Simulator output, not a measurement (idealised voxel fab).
Process module, titled voxel released beams
FYI the section here is cut, 175 nm wide, cells are 5 nm squares.
How to read a cross-section here: the picture is a grid of square cells, written as bands going from the top down, and any band can span one or more rows of cells.
The entry gives the band's vertical extent as a top height and a bottom height in nm, then its horizontal make-up as materials from left to right, each with a width in nm. "blank" stands for empty space; a single material marked "throughout" fills the band edge to edge.
Counting heights begins at 0, where everything beneath is, in the wafer as received, one material. The lowest band has no bottom; it goes on downwards, as "0 and below" shows.
Graded width ("30 to 40"): value in top row of band = first number; value in bottom row = second number; row-to-row change constant.
Take "nothing changed" at face value: in the step it is given for, the cross-section changed in none of its cells.
Listed in "Sealed void listing": every empty space of 8 or more cells without an open way to the top. Form: width x height at distance, the distance being from the left edge, all in nm.
Text after the settings on a step's line: the simulator's own remark on that step.
Regarding "overlay nm": on a step with a mask, it is the distance the mask lay to the right of its planned place; a negative value places it to the left.
This section lists the process steps that were planned:
1 RECEIVE: material Si
2 CONFORMAL_DEP: material SiN, thk nm 5
3 DIRECTIONAL_DEP: material SiO2, thk nm 15
4 PATTERN: tone open, mask id ANCHOR, material resist, width nm 35, thk nm 15, overlay nm 0
5 DIRECTIONAL_ETCH: etch materials SiO2, depth nm 5
6 STRIP: etch materials resist
7 CONFORMAL_DEP: material W, thk nm 15
8 DIRECTIONAL_DEP: material aC, thk nm 10
9 PATTERN: tone cover, mask id BEAM, material resist, width nm 120, thk nm 25, overlay nm 0
10 DIRECTIONAL_ETCH: etch materials aC, depth nm 10
11 STRIP: etch materials resist
12 DIRECTIONAL_ETCH: etch materials W, depth nm 15
13 STRIP: etch materials aC
14 STRIP: etch materials SiO2
Split variable: depth nm, step 5. Plan value = first wafer. Wafers start alike.
Step 1 complete: as-received cross-section of the first of several wafers:
	0 and below | Si throughout
	Sealed void listing: none
Module end state after final step 14: cross-section of the first of several wafers:
	5 down to 0 | SiN throughout
	0 and below | Si throughout
	Sealed void listing: none
X-section, last wafer, module end:
	35 down to 20 | blank 25 nm; W 20 nm; blank 5 nm; W 95 nm; blank 30 nm
	20 down to 5 | blank 30 nm; W 35 nm; blank 110 nm
	5 down to 0 | SiN throughout
	0 and below | Si throughout
	Sealed void listing: none
What follows is a table in which each wafer occupies a row; for the wafer as it stands at the close of the module, the row states, material by material, how many cells have been gained (+) or lost (-) since receipt, and then gives its closed voids:
depth nm 5 | +35 SiN | Sealed void listing: none
depth nm 10 | +35 SiN | Sealed void listing: none
depth nm 15 | +35 SiN | +90 W | Sealed void listing: none
depth nm 20 | +35 SiN | +90 W | Sealed void listing: none
depth nm 25 | +35 SiN | +90 W | Sealed void listing: none
depth nm 30 | +35 SiN | +90 W | Sealed void listing: none
